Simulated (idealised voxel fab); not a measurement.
process module | voxel double patterning
cross-section cut | 190 nm wide | cells 5 nm
A cross-section is a grid of square cells, given in bands from the top down. A band is one or more rows of cells.
Each band's line starts with the height of the band's top and of its bottom, in nm. Then come its materials from left to right, each with its width in nm. One material with "throughout" fills the band from edge to edge. "air" is empty space.
Height 0 is the level under which the wafer as received is all one material. The lowest band goes on downwards, as in "0 down".
A width such as "30 to 40" changes by the same amount from each row of cells to the next, from the band's top row to its bottom row.
"no change" after a step means that no cell of the cross-section changed.
closed voids: empty space of 8 cells or more with no open way to the top, each as width x height at its distance from the left edge, in nm
after a step's settings: what the simulator itself notes on the step
overlay nm, on a step with a mask: how far to the right of its planned place the mask lay; to the left if negative
plan
1 op RECEIVE | material Si
2 op CONFORMAL_DEP | material SiO2 | thk nm 5
3 op DIRECTIONAL_DEP | material W | thk nm 10
4 op DIRECTIONAL_DEP | material SiN | thk nm 5
5 op DIRECTIONAL_DEP | material aC | thk nm 15
6 op PATTERN | tone open | mask id FIRST | material resist | width nm 15 | pitch nm 50 | thk nm 30 | overlay nm 0
7 op DIRECTIONAL_ETCH | etch materials aC | depth nm 15
8 op STRIP | etch materials resist
9 op DIRECTIONAL_ETCH | etch materials SiN | depth nm 5
10 op STRIP | etch materials aC
11 op PATTERN | tone open | mask id SECOND | material resist | width nm 15 | pitch nm 50 | thk nm 20 | overlay nm 0
12 op DIRECTIONAL_ETCH | etch materials SiN | depth nm 5
13 op STRIP | etch materials resist
14 op DIRECTIONAL_ETCH | etch materials W | depth nm 10
15 op STRIP | etch materials SiN
as received, after step 1
  0 down: Si throughout
  closed voids: none
a wafer at the end: this start, this plan, one mistake
  15 to 5: W 35 | air 15 | W 5 | air 25 | W 5 | air 15 | W 5 | air 25 | W 5 | air 15 | W 40
  5 to 0: SiO2 throughout
  0 down: Si throughout
  closed voids: none
what went wrong: step 11 ran as: op PATTERN | tone open | mask id SECOND | material resist | width nm 25 | pitch nm 50 | thk nm 20 | overlay nm 0
